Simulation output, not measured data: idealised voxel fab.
The following process module bears the name voxel fin reveal.
Xsec cut, 245 nm wide, square cell size 5 nm.
Throughout this document, each cross-section is represented as a grid of square cells and is presented as a sequence of bands enumerated from the top downward, where a band comprises one or more rows of cells. What a band's entry tells you: where the top is and where the bottom is, as heights in nm, and after that what lies inside, material by material from left to right, each with its width in nm. Empty space is written as the word "air", and a single material marked with the word "throughout" occupies the band from edge to edge. For the purposes of this specification, 0 denotes the height below which the wafer in its as-received condition is composed wholly of one material, and the lowermost band, lacking a lower limit, extends downward without end, as expressed in "0 nm and below". A width such as "30..40" changes by the same amount from each row of cells to the next, from the band's top row to its bottom row. "nothing changed" -> step changed no cross-section cell. "Closed empty spaces" specifies each empty space that is not open to the top and that occupies no fewer than 8 cells, using the form width x height at distance, the distance measured from the left edge and all three quantities in nm. Whatever follows a step's settings on its line is a remark the simulator itself makes about that step. The setting "overlay nm" may be written on the line of a step. When the step uses a mask, the value reports how far to the right of the planned place the mask lay, and a negative value reports that it lay to the left.

List of planned process steps:
- 1: op RECEIVE | material Si
- 2: op CONFORMAL_DEP | material SiN | thk nm 10
- 3: op DIRECTIONAL_DEP | material aC | thk nm 15
- 4: op PATTERN | tone cover | mask id FINS | material resist | width nm 15 | pitch nm 45 | thk nm 30 | overlay nm 0
- 5: op DIRECTIONAL_ETCH | etch materials aC | depth nm 15
- 6: op STRIP | etch materials resist
- 7: op DIRECTIONAL_ETCH | etch materials SiN | depth nm 10
- 8: op DIRECTIONAL_ETCH | etch materials Si | depth nm 30
- 9: op STRIP | etch materials aC
- 10: op FILL_DEP | material SiO2 | thk nm 10
- 11: op CMP | height nm 10
- 12: op SELECTIVE_ETCH | etch materials SiO2 | depth nm 20
- 13: op STRIP | etch materials SiN
- 14: op CONFORMAL_DEP | material SiO2 | thk nm 5

Received-state cross-section, reflecting completion of step 1:
    0 nm and below = Si throughout
    Closed empty spaces: none

Post-module cross-section of the first of two wafers (run per plan):
    5 nm to 0 nm = air: 85  SiO2: 25  air: 20  SiO2: 25  air: 90
    0 nm to -5 nm = air: 85  SiO2: 5  Si: 15  SiO2: 5  air: 20  SiO2: 5  Si: 15  SiO2: 5  air: 90
    -5 nm to -30 nm = SiO2: 90  Si: 15  SiO2: 30  Si: 15  SiO2: 95
    -30 nm and below = Si throughout
    Closed empty spaces: none

So this is wafer number two of the two, cut at the end of the module - it started where the first did and had the same plan, we just got one thing wrong running it:
    5 nm to 0 nm = air: 95  SiO2: 25  air: 20  SiO2: 25  air: 80
    0 nm to -5 nm = air: 95  SiO2: 5  Si: 15  SiO2: 5  air: 20  SiO2: 5  Si: 15  SiO2: 5  air: 80
    -5 nm to -30 nm = SiO2: 100  Si: 15  SiO2: 30  Si: 15  SiO2: 85
    -30 nm and below = Si throughout
    Closed empty spaces: none
Heads up, the wafer didn't run the way we planned it: step 4 did not happen as planned, as run it was op PATTERN | tone cover | mask id FINS | material resist | width nm 15 | pitch nm 45 | thk nm 30 | overlay nm 10
Both wafers, final: cells per material equal; arrangement not.
